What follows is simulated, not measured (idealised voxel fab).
process module | voxel wiring stack
cross-section cut | 235 nm wide | cells 5 nm
A cross-section is a grid of square cells, given in bands from the top down. A band is one or more rows of cells.
Each band's line starts with the height of the band's top and of its bottom, in nm. Then come its materials from left to right, each with its width in nm. One material with "throughout" fills the band from edge to edge. "air" is empty space.
Height 0 is the level under which the wafer as received is all one material. The lowest band goes on downwards, as in "0 down".
A width such as "30 to 40" changes by the same amount from each row of cells to the next, from the band's top row to its bottom row.
"no change" after a step means that no cell of the cross-section changed.
closed voids: empty space of 8 cells or more with no open way to the top, each as width x height at its distance from the left edge, in nm
after a step's settings: what the simulator itself notes on the step
overlay nm, on a step with a mask: how far to the right of its planned place the mask lay; to the left if negative
plan
1 op RECEIVE | material Si
2 op CONFORMAL_DEP | material SiO2 | thk nm 15
3 op DIRECTIONAL_DEP | material TiN | thk nm 5
4 op DIRECTIONAL_DEP | material W | thk nm 15
5 op PATTERN | tone cover | mask id METAL_1 | material resist | width nm 25 | pitch nm 55 | thk nm 20 | overlay nm 0
6 op DIRECTIONAL_ETCH | etch materials W | depth nm 15
7 op DIRECTIONAL_ETCH | etch materials TiN | depth nm 5
8 op STRIP | etch materials resist
9 op CONFORMAL_DEP | material SiN | thk nm 5
10 op FILL_DEP | material lowk | thk nm 10
11 op CMP | height nm 35
12 op CONFORMAL_DEP | material SiCN | thk nm 5
13 op DIRECTIONAL_DEP | material SiO2 | thk nm 20
14 op DIRECTIONAL_DEP | material aC | thk nm 10
15 op PATTERN | tone open | mask id PLUG_1 | material resist | width nm 15 | pitch nm 110 | thk nm 30 | overlay nm 0
16 op DIRECTIONAL_ETCH | etch materials aC | depth nm 10
17 op STRIP | etch materials resist
18 op DIRECTIONAL_ETCH | etch materials SiO2 | depth nm 20
19 op DIRECTIONAL_ETCH | etch materials SiCN | depth nm 5
20 op STRIP | etch materials aC
21 op CONFORMAL_DEP | material TiN | thk nm 5
22 op FILL_DEP | material Ru | thk nm 5
23 op CMP | height nm 60
24 op DIRECTIONAL_DEP | material TiN | thk nm 5
25 op DIRECTIONAL_DEP | material Ru | thk nm 25
26 op PATTERN | tone cover | mask id METAL_2 | material resist | width nm 25 | pitch nm 55 | thk nm 20 | overlay nm 0
27 op DIRECTIONAL_ETCH | etch materials Ru | depth nm 25
28 op DIRECTIONAL_ETCH | etch materials TiN | depth nm 5
29 op STRIP | etch materials resist
30 op FILL_DEP | material SiO2 | thk nm 5
31 op CMP | height nm 90
32 op CONFORMAL_DEP | material SiCN | thk nm 5
33 op DIRECTIONAL_DEP | material lowk | thk nm 25
34 op MASKED_ETCH | tone open | mask id METAL_3_HOLES | width nm 15 | pitch nm 110 | etch materials lowk | depth nm 25 | overlay nm 0
35 op PATTERN | tone open | mask id METAL_3 | material resist | width nm 25 | pitch nm 55 | thk nm 20 | overlay nm 0
36 op DIRECTIONAL_ETCH | etch materials lowk | depth nm 15
37 op DIRECTIONAL_ETCH | etch materials SiCN | depth nm 5
38 op STRIP | etch materials resist
39 op CONFORMAL_DEP | material TiN | thk nm 5
40 op FILL_DEP | material Cu | thk nm 10
41 op CMP | height nm 120
42 op CONFORMAL_DEP | material SiCN | thk nm 5
43 op DIRECTIONAL_DEP | material SiO2 | thk nm 15
44 op PATTERN | tone open | mask id PLUG_3 | material resist | width nm 15 | pitch nm 55 | thk nm 20 | overlay nm 0
45 op DIRECTIONAL_ETCH | etch materials SiO2 | depth nm 15
46 op DIRECTIONAL_ETCH | etch materials SiCN | depth nm 5
47 op STRIP | etch materials resist
48 op EPI | material Ru | thk nm 10
49 op EPI | material Ru | thk nm 10
50 op CONFORMAL_DEP | material SiCN | thk nm 5
51 op DIRECTIONAL_DEP | material lowk | thk nm 15
52 op MASKED_ETCH | tone open | mask id METAL_4 | width nm 25 | pitch nm 55 | etch materials lowk | depth nm 15 | overlay nm 0
53 op MASKED_ETCH | tone open | mask id METAL_4 | width nm 25 | pitch nm 55 | etch materials SiCN | depth nm 5 | overlay nm 0
54 op CONFORMAL_DEP | material TiN | thk nm 5
55 op FILL_DEP | material Cu | thk nm 10
56 op CMP | height nm 160
57 op EPI | material Ru | thk nm 5
58 op FILL_DEP | material SiCN | thk nm 5
as received, after step 1
  0 down: Si throughout
  closed voids: none
a wafer at the end: this start, this plan, one mistake
  185 to 180: SiCN throughout
  180 to 175: Ru throughout
  175 to 165: Cu throughout
  165 to 160: TiN 25 | Cu 15 | TiN 40 | Cu 15 | TiN 40 | Cu 15 | TiN 40 | Cu 15 | TiN 30
  160 to 145: lowk 20 | TiN 5 | Cu 15 | TiN 5 | lowk 30 | TiN 5 | Cu 15 | TiN 5 | lowk 30 | TiN 5 | Cu 15 | TiN 5 | lowk 30 | TiN 5 | Cu 15 | TiN 5 | lowk 25
  145 to 140: SiCN 20 | TiN 25 | SiCN 30 | TiN 25 | SiCN 30 | TiN 25 | SiCN 30 | TiN 25 | SiCN 25
  140 to 125: SiO2 20 | Ru 15 | SiO2 40 | Ru 15 | SiO2 40 | Ru 15 | SiO2 40 | Ru 15 | SiO2 35
  125 to 120: SiCN 20 | Ru 15 | SiCN 40 | Ru 15 | SiCN 40 | Ru 15 | SiCN 40 | Ru 15 | SiCN 35
  120 to 110: lowk 20 | TiN 5 | Cu 15 | TiN 5 | lowk 30 | TiN 5 | Cu 15 | TiN 5 | lowk 30 | TiN 5 | Cu 15 | TiN 5 | lowk 30 | TiN 5 | Cu 15 | TiN 5 | lowk 25
  110 to 105: lowk 20 | TiN 5 | Cu 5 | TiN 15 | lowk 30 | TiN 25 | lowk 30 | TiN 5 | Cu 5 | TiN 15 | lowk 30 | TiN 25 | lowk 25
  105 to 95: lowk 20 | TiN 5 | Cu 5 | TiN 5 | lowk 95 | TiN 5 | Cu 5 | TiN 5 | lowk 90
  95 to 90: SiCN 20 | TiN 15 | SiCN 95 | TiN 15 | SiCN 90
  90 to 65: SiO2 20 | Ru 25 | SiO2 30 | Ru 25 | SiO2 30 | Ru 25 | SiO2 30 | Ru 25 | SiO2 25
  65 to 60: SiO2 20 | TiN 25 | SiO2 30 | TiN 25 | SiO2 30 | TiN 25 | SiO2 30 | TiN 25 | SiO2 25
  60 to 40: SiO2 20 | TiN 5 | Ru 5 | TiN 5 | SiO2 95 | TiN 5 | Ru 5 | TiN 5 | SiO2 90
  40 to 35: SiCN 20 | TiN 15 | SiCN 95 | TiN 15 | SiCN 90
  35 to 20: lowk 15 | SiN 5 | W 25 | SiN 5 | lowk 20 | SiN 5 | W 25 | SiN 5 | lowk 20 | SiN 5 | W 25 | SiN 5 | lowk 20 | SiN 5 | W 25 | SiN 5 | lowk 20
  20 to 15: SiN 20 | TiN 25 | SiN 30 | TiN 25 | SiN 30 | TiN 25 | SiN 30 | TiN 25 | SiN 25
  15 to 0: SiO2 throughout
  0 down: Si throughout
  closed voids: none
what went wrong: step 56 was left out
